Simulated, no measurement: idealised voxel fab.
The following is a process module called voxel local oxidation.
Section cut is 185 nm wide and gridded with 5 nm square cells.
We lay out every cross-section as a grid of square cells and spell it out in bands from the top down, where one band means one or more rows of cells.
Top, bottom (nm), then materials left to right with widths (nm); lone material tagged "throughout" fills the whole band edge to edge; "empty" = empty space.
Basically, 0 is our baseline, since under it the wafer straight out of the box is all one material. The bottom band has no lower end and keeps on going down, so it looks like "0..down".
A width given as "30 to 40" starts at the first number in the band's top row and ends at the second number in its bottom row, shifting by an equal amount at every step from row to row.
What does "identical to before" mean for a step? It means no cell of the cross-section changed in that step.
"Closed internal voids" means: voids of 8 cells or more that are shut off from the top with no open way through. Written width x height at distance, distance from the left edge, in nm.
Anything after a step's settings on that line? It's the simulator's own note about the step.
overlay nm: for a step with a mask, the amount by which the mask lay right of where it was planned; a negative amount means left of it.
**This section lists the process steps that were planned**
1) RECEIVE, material Si
2) CONFORMAL_DEP, material SiO2, thk nm 5
3) CONFORMAL_DEP, material SiN, thk nm 10
4) MASKED_ETCH, tone cover, mask id ACTIVE, width nm 90, etch materials SiN, depth nm 10, overlay nm 0
5) SELECTIVE_ETCH, etch materials SiO2, depth nm 5
6) OXIDIZE, depth nm 10
7) STRIP, etch materials SiN
**Incoming wafer, cross-sectional view, post step 1**
0..down: Si throughout
Closed internal voids: none
**Module complete - cross-section of the first of two wafers, run according to plan**
5..0: empty 50 nm  SiO2 80 nm  empty 55 nm
0..-10: SiO2 60 nm  Si 60 nm  SiO2 65 nm
-10..down: Si throughout
Closed internal voids: none
**Wafer two, end of module, cross-section. Same start, same plan as wafer one. One mistake in the run**
5..0: empty 60 nm  SiO2 60 nm  empty 65 nm
0..-10: SiO2 70 nm  Si 40 nm  SiO2 75 nm
-10..down: Si throughout
Closed internal voids: none
Plan not followed: step 5 ran as: SELECTIVE_ETCH, etch materials SiO2, depth nm 15
Once processing is complete, comparing cell counts shows that the second wafer has more or fewer of certain materials than the first: Si: 8 fewer, SiO2: 4 more
